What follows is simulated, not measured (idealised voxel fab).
voxel self aligned vias: a process module
Section shown: cut. Width: 220 nm. Cell size: 5 nm, square.
A cross-section is written here as square cells arranged in a grid, and it is given in bands from the top down, each band taking up one or more rows of cells.
Heights first: top, then bottom, in nm. Then materials, left to right, each with a width in nm. "edge to edge" on a single material: fills the band edge to edge. "empty": empty space.
We count height from 0. Below that, the starting wafer is all one material. The lowest band never ends at the bottom but goes on down; see "from 0 down" for how that is written.
Read "30->40" as a graded width: first number on top, second number at the bottom, same change between each pair of neighbouring rows.
"no alteration" -> step changed no cross-section cell.
The label "Enclosed void listing" introduces a list of the empty spaces, 8 cells or larger, that have no open way up to the top; each entry in it reads width x height at distance, where the distance is taken from the left edge and all three are stated in nm.
after a step's settings: what the simulator itself notes on the step
overlay nm: mask right of planned place by this much (step with mask). Neg. = left.
[Set out below are the planned steps of the process]
1. RECEIVE with material Si
2. CONFORMAL_DEP with material SiO2, thk nm 10
3. CONFORMAL_DEP with material SiCN, thk nm 5
4. DIRECTIONAL_DEP with material lowk, thk nm 30
5. DIRECTIONAL_DEP with material aC, thk nm 10
6. PATTERN with tone open, mask id LINES, material resist, width nm 30, pitch nm 70, thk nm 30, overlay nm 0
7. DIRECTIONAL_ETCH with etch materials aC, depth nm 10
8. STRIP with etch materials resist
9. DIRECTIONAL_ETCH with etch materials lowk, depth nm 30
10. STRIP with etch materials aC
11. CONFORMAL_DEP with material TiN, thk nm 5
12. FILL_DEP with material W, thk nm 5
13. CMP with height nm 45
14. SELECTIVE_ETCH with etch materials W Ru TiN, depth nm 10
15. FILL_DEP with material SiN, thk nm 10
16. CMP with height nm 45
17. DIRECTIONAL_DEP with material lowk, thk nm 15
18. MASKED_ETCH with tone open, mask id VIAS, width nm 40, pitch nm 70, etch materials lowk, depth nm 15, overlay nm 0
19. MASKED_ETCH with tone open, mask id VIAS, width nm 40, pitch nm 70, etch materials SiN, depth nm 10, overlay nm 0
20. CONFORMAL_DEP with material TiN, thk nm 5
21. FILL_DEP with material W, thk nm 10
22. CMP with height nm 60
23. CONFORMAL_DEP with material SiCN, thk nm 5
[Shown in cross-section is the wafer as received, that is, as it stands after step 1]
* from 0 down  Si edge to edge
* Enclosed void listing: none
[This is how the wafer looks in cross-section once the module is done, given the starting state and plan above and one mistake in carrying the plan out]
* from 65 to 60  SiCN edge to edge
* from 60 to 45  lowk (55), then TiN (5), then W (30), then TiN (5), then lowk (30), then TiN (5), then W (30), then TiN (5), then lowk (55)
* from 45 to 40  SiN (55), then TiN (5), then W (30), then TiN (5), then SiN (30), then TiN (5), then W (30), then TiN (5), then SiN (55)
* from 40 to 35  SiN (55), then TiN (40), then SiN (30), then TiN (40), then SiN (55)
* from 35 to 10  lowk (60), then TiN (5), then W (20), then TiN (5), then lowk (40), then TiN (5), then W (20), then TiN (5), then lowk (60)
* from 10 to 5  lowk (60), then TiN (30), then lowk (40), then TiN (30), then lowk (60)
* from 5 to 0  SiCN edge to edge
* from 0 down  Si edge to edge
* Enclosed void listing: none
Processing error: execution of step 2 of the plan did not take place, the step having been omitted
